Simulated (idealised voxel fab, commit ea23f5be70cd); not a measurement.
The process module that follows is named voxel capacitor over wiring.
The cross-section on display is named cut; it measures 210 nm wide, and its cells are 5 nm squares.
We lay out every cross-section as a grid of square cells and spell it out in bands from the top down, where one band means one or more rows of cells. Band: top height; bottom height; in nm. Then, left to right: material with width in nm, for each material. "edge to edge": a single material spanning edge to edge. "blank": empty space. It should be noted that heights are counted from 0, beneath which the wafer as supplied is of one material throughout, and that the lowest band possesses no lower boundary but continues downward, as written in "0 down". When a width is written as two numbers, as in "30->40", the first number is the width in the top row of cells of the band and the second is the width in its bottom row, and the width changes by the same amount from each row to the next. Key: "nothing was modified" - step with no changed cell in the cross-section. You'll see "Completely sealed voids" listing empty spaces that have no way open to the top, as long as they're 8 cells or more; the notation is width x height at distance, where the distance is from the left edge, and all of it is in nm. Anything after a step's settings on that line? It's the simulator's own note about the step. overlay nm: for a step with a mask, the amount by which the mask lay right of where it was planned; a negative amount means left of it.
List of planned process steps
step 1: RECEIVE: material Si
step 2: CONFORMAL_DEP: material SiO2, thk nm 10
step 3: CONFORMAL_DEP: material SiCN, thk nm 5
step 4: DIRECTIONAL_DEP: material lowk, thk nm 25
step 5: PATTERN: tone open, mask id METAL_1, material resist, width nm 25, pitch nm 90, thk nm 20, overlay nm 0
step 6: DIRECTIONAL_ETCH: etch materials lowk, depth nm 25
step 7: DIRECTIONAL_ETCH: etch materials SiCN, depth nm 5
step 8: STRIP: etch materials resist
step 9: CONFORMAL_DEP: material TiN, thk nm 5
step 10: FILL_DEP: material Ru, thk nm 10
step 11: CMP: height nm 40
step 12: CONFORMAL_DEP: material SiCN, thk nm 5
step 13: DIRECTIONAL_DEP: material SiO2, thk nm 20
step 14: PATTERN: tone open, mask id PLUG_1, material resist, width nm 15, thk nm 20, overlay nm 0
step 15: DIRECTIONAL_ETCH: etch materials SiO2, depth nm 20
step 16: DIRECTIONAL_ETCH: etch materials SiCN, depth nm 5
step 17: STRIP: etch materials resist
step 18: EPI: material Ru, thk nm 10
step 19: EPI: material Ru, thk nm 10
step 20: EPI: material Ru, thk nm 5
step 21: DIRECTIONAL_DEP: material TiN, thk nm 5
step 22: DIRECTIONAL_DEP: material Al2O3, thk nm 5
step 23: DIRECTIONAL_DEP: material TiN, thk nm 5
step 24: DIRECTIONAL_DEP: material aC, thk nm 15
step 25: PATTERN: tone cover, mask id UPPER_PLATE, material resist, width nm 60, thk nm 35, overlay nm 0
step 26: DIRECTIONAL_ETCH: etch materials aC, depth nm 15
step 27: STRIP: etch materials resist
step 28: DIRECTIONAL_ETCH: etch materials TiN, depth nm 5
step 29: DIRECTIONAL_ETCH: etch materials Al2O3, depth nm 5
step 30: STRIP: etch materials aC
step 31: DIRECTIONAL_DEP: material aC, thk nm 10
step 32: PATTERN: tone cover, mask id LOWER_PLATE, material resist, width nm 80, thk nm 25, overlay nm 0
step 33: DIRECTIONAL_ETCH: etch materials aC, depth nm 10
step 34: STRIP: etch materials resist
step 35: DIRECTIONAL_ETCH: etch materials TiN, depth nm 5
step 36: STRIP: etch materials aC
step 37: FILL_DEP: material SiO2, thk nm 20
step 38: CMP: height nm 95
step 39: PATTERN: tone open, mask id PLUG_2, material resist, width nm 15, thk nm 20, overlay nm 0
step 40: DIRECTIONAL_ETCH: etch materials SiO2, depth nm 15
step 41: STRIP: etch materials resist
step 42: CONFORMAL_DEP: material TiN, thk nm 5
step 43: FILL_DEP: material W, thk nm 10
step 44: CMP: height nm 95
step 45: CONFORMAL_DEP: material SiN, thk nm 5
Wafers differ in width nm at step 25; plan lists the first wafer's value; identical starting state.
Incoming state of the first of several wafers in cross-section: after step 1
    0 down | Si edge to edge
    Completely sealed voids: none
Below: a row per wafer. Contents at end of module: for every material, cells gained since receipt (+) or lost since receipt (-); then closed voids
width nm 60 | +12 Al2O3 | +45 Ru | +71 SiCN | +42 SiN | +443 SiO2 | +65 TiN | +2 W | +160 lowk | Completely sealed voids: none
width nm 65 | +13 Al2O3 | +45 Ru | +71 SiCN | +42 SiN | +441 SiO2 | +66 TiN | +2 W | +160 lowk | Completely sealed voids: none
width nm 70 | +14 Al2O3 | +45 Ru | +71 SiCN | +42 SiN | +439 SiO2 | +67 TiN | +2 W | +160 lowk | Completely sealed voids: none
width nm 75 | +15 Al2O3 | +45 Ru | +71 SiCN | +42 SiN | +437 SiO2 | +68 TiN | +2 W | +160 lowk | Completely sealed voids: none
width nm 80 | +16 Al2O3 | +45 Ru | +71 SiCN | +42 SiN | +435 SiO2 | +69 TiN | +2 W | +160 lowk | Completely sealed voids: none
width nm 85 | +17 Al2O3 | +45 Ru | +71 SiCN | +42 SiN | +433 SiO2 | +70 TiN | +2 W | +160 lowk | Completely sealed voids: none
